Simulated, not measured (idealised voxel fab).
The following is a process module called voxel gate over fins.
Each square cell in cross-section cut measures 5 nm, and the section as a whole is 280 nm wide.
For the purposes of this document, a cross-section shall be understood as a grid of square cells, specified as bands listed in top-to-bottom order, each band consisting of one or more rows of cells.
Look at the band entry: it leads with the top's height and the bottom's height in nm. Then it lists the materials left to right, with a width in nm for each. The word "all across" on a single material says that material fills the band edge to edge. The word "empty" is empty space.
We count height from 0. Below that, the starting wafer is all one material. The lowest band never ends at the bottom but goes on down; see "0..down" for how that is written.
Width: "30..40" (first number = top row, second number = bottom row, same change from row to row of cells).
A step reported as "same as before" is a step in which no cell of the cross-section changed.
In "Sealed internal cavities" the enclosed voids are listed, meaning empty spaces of 8 cells or larger without any opening to the top. The form is width x height at distance, distance from the left edge, units nm.
Post-settings text on a step line: simulator's own remark regarding the step.
overlay nm, on a step with a mask: how far to the right of its planned place the mask lay; to the left if negative
### The steps planned for the process are as follows
- 1: RECEIVE (material Si)
- 2: CONFORMAL_DEP (material SiN; thk nm 5)
- 3: PATTERN (tone cover; mask id FINS; material resist; width nm 15; pitch nm 45; thk nm 20; overlay nm 0)
- 4: DIRECTIONAL_ETCH (etch materials SiN; depth nm 5)
- 5: DIRECTIONAL_ETCH (etch materials Si; depth nm 35)
- 6: STRIP (etch materials resist)
- 7: FILL_DEP (material SiO2; thk nm 15)
- 8: CMP (height nm 5)
- 9: SELECTIVE_ETCH (etch materials SiO2; depth nm 20)
- 10: STRIP (etch materials SiN)
- 11: CONFORMAL_DEP (material HfO2; thk nm 5)
- 12: CONFORMAL_DEP (material TiN; thk nm 5)
- 13: CONFORMAL_DEP (material TiAl; thk nm 5)
- 14: CONFORMAL_DEP (material TiN; thk nm 5)
- 15: FILL_DEP (material W; thk nm 10)
- 16: CMP (height nm 25)
- 17: CONFORMAL_DEP (material SiN; thk nm 10)
### This is the cross-section of the wafer as we received it, i.e. after step 1
0..down  Si all across
Sealed internal cavities: none
### Wafer cross-section at end of module: start and plan as shown above, one execution error
30..25  SiN all across
25..20  W all across
20..15  90 of W; 100 of TiN; 90 of W
15..10  90 of W; 5 of TiN; 90 of TiAl; 5 of TiN; 90 of W
10..5  90 of W; 5 of TiN; 5 of TiAl; 35 of TiN; 10 of TiAl; 35 of TiN; 5 of TiAl; 5 of TiN; 90 of W
5..0  95 of TiN; 5 of TiAl; 5 of TiN; 25 of HfO2; 5 of TiN; 10 of TiAl; 5 of TiN; 25 of HfO2; 5 of TiN; 5 of TiAl; 95 of TiN
0..-5  100 of TiAl; 5 of TiN; 5 of HfO2; 15 of Si; 5 of HfO2; 5 of TiN; 10 of TiAl; 5 of TiN; 5 of HfO2; 15 of Si; 5 of HfO2; 5 of TiN; 100 of TiAl
-5..-10  105 of TiN; 5 of HfO2; 15 of Si; 5 of HfO2; 20 of TiN; 5 of HfO2; 15 of Si; 5 of HfO2; 105 of TiN
-10..-15  110 of HfO2; 15 of Si; 30 of HfO2; 15 of Si; 110 of HfO2
-15..-35  110 of SiO2; 15 of Si; 30 of SiO2; 15 of Si; 110 of SiO2
-35..down  Si all across
Sealed internal cavities: none
Deviation from plan: rather than as planned, step 17 actually ran as CONFORMAL_DEP (material SiN; thk nm 5)
